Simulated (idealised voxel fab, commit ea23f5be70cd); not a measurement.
Process module, titled voxel self aligned vias
Section shown: cut. Width: 260 nm. Cell size: 5 nm, square.
A cross-section is a grid of square cells, given in bands from the top down. A band is one or more rows of cells.
Heights first: top, then bottom, in nm. Then materials, left to right, each with a width in nm. "edge to edge" on a single material: fills the band edge to edge. "blank": empty space.
Heights are measured from 0, the level below which the as-received wafer is all one material; the lowest band has no bottom and continues downward, written as in "top 0, no bottom".
The width entry "30..40" should be interpreted row by row: the top row of cells in the band takes the first number, the bottom row takes the second number, and the change between adjacent rows is uniform throughout.
Any step labelled "nothing altered" changed none of the cells in the cross-section.
The label "Tabulated closed voids" introduces a list of the empty spaces, 8 cells or larger, that have no open way up to the top; each entry in it reads width x height at distance, where the distance is taken from the left edge and all three are stated in nm.
Whatever follows a step's settings on its line is a remark the simulator itself makes about that step.
"overlay nm", when on a step's line for a step with a mask, measures how far to the right of its planned place the mask lay; a negative measure means to the left.
## The steps planned for the process are as follows
- 1: RECEIVE (material Si)
- 2: CONFORMAL_DEP (material SiO2; thk nm 10)
- 3: CONFORMAL_DEP (material SiCN; thk nm 5)
- 4: DIRECTIONAL_DEP (material lowk; thk nm 30)
- 5: DIRECTIONAL_DEP (material aC; thk nm 15)
- 6: PATTERN (tone open; mask id LINES; material resist; width nm 20; pitch nm 60; thk nm 30; overlay nm 0)
- 7: DIRECTIONAL_ETCH (etch materials aC; depth nm 15)
- 8: STRIP (etch materials resist)
- 9: DIRECTIONAL_ETCH (etch materials lowk; depth nm 30)
- 10: STRIP (etch materials aC)
- 11: CONFORMAL_DEP (material TiN; thk nm 5)
- 12: FILL_DEP (material Ru; thk nm 5)
- 13: CMP (height nm 45)
- 14: SELECTIVE_ETCH (etch materials W Ru TiN; depth nm 5)
- 15: FILL_DEP (material SiN; thk nm 5)
- 16: CMP (height nm 45)
- 17: DIRECTIONAL_DEP (material lowk; thk nm 20)
- 18: MASKED_ETCH (tone open; mask id VIAS; width nm 40; pitch nm 60; etch materials lowk; depth nm 20; overlay nm 0)
- 19: MASKED_ETCH (tone open; mask id VIAS; width nm 40; pitch nm 60; etch materials SiN; depth nm 5; overlay nm 0)
- 20: CONFORMAL_DEP (material TiN; thk nm 5)
- 21: FILL_DEP (material W; thk nm 5)
- 22: CMP (height nm 65)
- 23: CONFORMAL_DEP (material SiN; thk nm 5)
## Cross-section: wafer on arrival = after step 1
	top 0, no bottom  Si edge to edge
	Tabulated closed voids: none
## The first of two wafers, cross-sectioned at the end of the module, with the run proceeding as planned
	top 70, bottom 65  SiN edge to edge
	top 65, bottom 50  lowk=80; TiN=5; W=30; TiN=5; lowk=20; TiN=5; W=30; TiN=5; lowk=80
	top 50, bottom 45  lowk=80; TiN=15; W=10; TiN=15; lowk=20; TiN=15; W=10; TiN=15; lowk=80
	top 45, bottom 40  lowk=90; TiN=20; lowk=40; TiN=20; lowk=90
	top 40, bottom 20  lowk=90; TiN=5; Ru=10; TiN=5; lowk=40; TiN=5; Ru=10; TiN=5; lowk=90
	top 20, bottom 15  lowk=90; TiN=20; lowk=40; TiN=20; lowk=90
	top 15, bottom 10  SiCN edge to edge
	top 10, bottom 0  SiO2 edge to edge
	top 0, no bottom  Si edge to edge
	Tabulated closed voids: none
## So this is wafer number two of the two, cut at the end of the module - it started where the first did and had the same plan, we just got one thing wrong running it
	top 70, bottom 65  SiN edge to edge
	top 65, bottom 60  W edge to edge
	top 60, bottom 55  TiN=85; W=30; TiN=30; W=30; TiN=85
	top 55, bottom 45  lowk=80; TiN=5; W=30; TiN=5; lowk=20; TiN=5; W=30; TiN=5; lowk=80
	top 45, bottom 40  lowk=80; TiN=40; lowk=20; TiN=40; lowk=80
	top 40, bottom 35  lowk=80; TiN=15; Ru=10; TiN=15; lowk=20; TiN=15; Ru=10; TiN=15; lowk=80
	top 35, bottom 20  lowk=90; TiN=5; Ru=10; TiN=5; lowk=40; TiN=5; Ru=10; TiN=5; lowk=90
	top 20, bottom 15  lowk=90; TiN=20; lowk=40; TiN=20; lowk=90
	top 15, bottom 10  SiCN edge to edge
	top 10, bottom 0  SiO2 edge to edge
	top 0, no bottom  Si edge to edge
	Tabulated closed voids: none
Which mistake was made when the wafer was run? contrary to plan, step 17 was performed as DIRECTIONAL_DEP (material lowk; thk nm 10)
at the end the second wafer has, in cells: TiN +40, W +48, lowk -88
